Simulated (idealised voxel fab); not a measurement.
Process module heading - voxel wiring stack
In the cross-section labelled cut, the width is 165 nm and each square cell is 5 nm.
Format of a cross-section: grid, square cells. Given as bands. Order: top down. Band: one or more rows of cells. Band entry format. Leading values: height of top, height of bottom, nm. Remainder: materials in left-to-right order, each with its width in nm. Special words: "all across" on a single material, which then fills the band edge to edge; "air", empty space. The level at which height equals 0 is the one under which the wafer, as it arrives, is entirely one material. No lower edge exists for the bottom band, which continues downward and is notated as in "z 0 and below". Note: "30->40" means the width goes from the first number (top row of the band) to the second number (bottom row) in equal steps per row of cells. Any step labelled "nothing got changed" changed none of the cells in the cross-section. Entry "Enclosed internal voids" = empty spaces >= 8 cells with no open way to the top; each as width x height at distance, distance from left edge, all nm. That trailing text on a step's line, after the settings, is the simulator's own remark on the step. "overlay nm", when on a step's line for a step with a mask, measures how far to the right of its planned place the mask lay; a negative measure means to the left.
Planned process steps:
1,RECEIVE: material Si
2,CONFORMAL_DEP: material SiO2, thk nm 10
3,CONFORMAL_DEP: material SiCN, thk nm 5
4,DIRECTIONAL_DEP: material SiO2, thk nm 25
5,DIRECTIONAL_DEP: material aC, thk nm 10
6,PATTERN: tone open, mask id METAL_1, material resist, width nm 30, pitch nm 45, thk nm 25, overlay nm 0
7,DIRECTIONAL_ETCH: etch materials aC, depth nm 10
8,STRIP: etch materials resist
9,DIRECTIONAL_ETCH: etch materials SiO2, depth nm 25
10,DIRECTIONAL_ETCH: etch materials SiCN, depth nm 5
11,STRIP: etch materials aC
12,CONFORMAL_DEP: material TiN, thk nm 5
13,FILL_DEP: material W, thk nm 5
14,CMP: height nm 40
15,CONFORMAL_DEP: material SiCN, thk nm 5
16,DIRECTIONAL_DEP: material lowk, thk nm 15
17,DIRECTIONAL_DEP: material aC, thk nm 15
18,PATTERN: tone open, mask id PLUG_1, material resist, width nm 15, pitch nm 90, thk nm 35, overlay nm 0
19,DIRECTIONAL_ETCH: etch materials aC, depth nm 15
20,STRIP: etch materials resist
21,DIRECTIONAL_ETCH: etch materials lowk, depth nm 15
22,DIRECTIONAL_ETCH: etch materials SiCN, depth nm 5
23,STRIP: etch materials aC
24,EPI: material Ru, thk nm 10
25,EPI: material Ru, thk nm 10
26,DIRECTIONAL_DEP: material TiN, thk nm 5
27,DIRECTIONAL_DEP: material W, thk nm 25
28,MASKED_ETCH: tone cover, mask id METAL_2, width nm 30, pitch nm 45, etch materials W, depth nm 25, overlay nm 0
29,MASKED_ETCH: tone cover, mask id METAL_2, width nm 30, pitch nm 45, etch materials TiN, depth nm 5, overlay nm 0
30,CONFORMAL_DEP: material SiCN, thk nm 5
31,FILL_DEP: material SiO2, thk nm 5
32,CMP: height nm 90
33,CONFORMAL_DEP: material SiCN, thk nm 5
34,DIRECTIONAL_DEP: material lowk, thk nm 25
35,DIRECTIONAL_DEP: material aC, thk nm 15
36,PATTERN: tone open, mask id METAL_3_HOLES, material resist, width nm 15, pitch nm 45, thk nm 35, overlay nm 0
37,DIRECTIONAL_ETCH: etch materials aC, depth nm 15
38,STRIP: etch materials resist
39,DIRECTIONAL_ETCH: etch materials lowk, depth nm 25
40,STRIP: etch materials aC
41,PATTERN: tone open, mask id METAL_3, material resist, width nm 30, pitch nm 45, thk nm 15, overlay nm 0
42,DIRECTIONAL_ETCH: etch materials lowk, depth nm 15
43,DIRECTIONAL_ETCH: etch materials SiCN, depth nm 5
44,STRIP: etch materials resist
45,CONFORMAL_DEP: material TiN, thk nm 5
46,FILL_DEP: material Cu, thk nm 5
47,CMP: height nm 120
48,CONFORMAL_DEP: material SiCN, thk nm 5
Incoming wafer in cross-section (state: after step 1):
  z 0 and below | Si all across
  Enclosed internal voids: none
Module complete, cross-section. Starting point and plan per above. One mistake made in running the module:
  z 125 to 120 | SiCN all across
  z 120 to 110 | lowk (20) | TiN (5) | Cu (20) | TiN (5) | lowk (15) | TiN (5) | Cu (20) | TiN (5) | lowk (15) | TiN (5) | Cu (20) | TiN (5) | lowk (25)
  z 110 to 105 | lowk (20) | TiN (5) | Cu (5) | TiN (20) | lowk (15) | TiN (5) | Cu (5) | TiN (20) | lowk (15) | TiN (5) | Cu (5) | TiN (20) | lowk (25)
  z 105 to 95 | lowk (20) | TiN (5) | Cu (5) | TiN (5) | lowk (30) | TiN (5) | Cu (5) | TiN (5) | lowk (30) | TiN (5) | Cu (5) | TiN (5) | lowk (40)
  z 95 to 90 | SiCN (20) | TiN (15) | SiCN (30) | TiN (15) | SiCN (30) | TiN (15) | SiCN (40)
  z 90 to 80 | SiO2 (15) | SiCN (5) | W (30) | SiCN (5) | SiO2 (5) | SiCN (5) | W (30) | SiCN (5) | SiO2 (5) | SiCN (5) | W (30) | SiCN (5) | SiO2 (20)
  z 80 to 75 | SiCN (20) | W (15) | TiN (15) | SiCN (15) | TiN (30) | SiCN (15) | W (15) | TiN (15) | SiCN (25)
  z 75 to 65 | lowk (20) | W (15) | lowk (75) | W (15) | lowk (40)
  z 65 to 60 | lowk (20) | TiN (15) | lowk (75) | TiN (15) | lowk (40)
  z 60 to 45 | lowk all across
  z 45 to 40 | SiCN all across
  z 40 to 15 | SiO2 (20) | TiN (5) | W (20) | TiN (5) | SiO2 (15) | TiN (5) | W (20) | TiN (5) | SiO2 (15) | TiN (5) | W (20) | TiN (5) | SiO2 (25)
  z 15 to 10 | SiCN (20) | TiN (30) | SiCN (15) | TiN (30) | SiCN (15) | TiN (30) | SiCN (25)
  z 10 to 0 | SiO2 all across
  z 0 and below | Si all across
  Enclosed internal voids: none
Processing error: step 16 of the plan saw execution twice
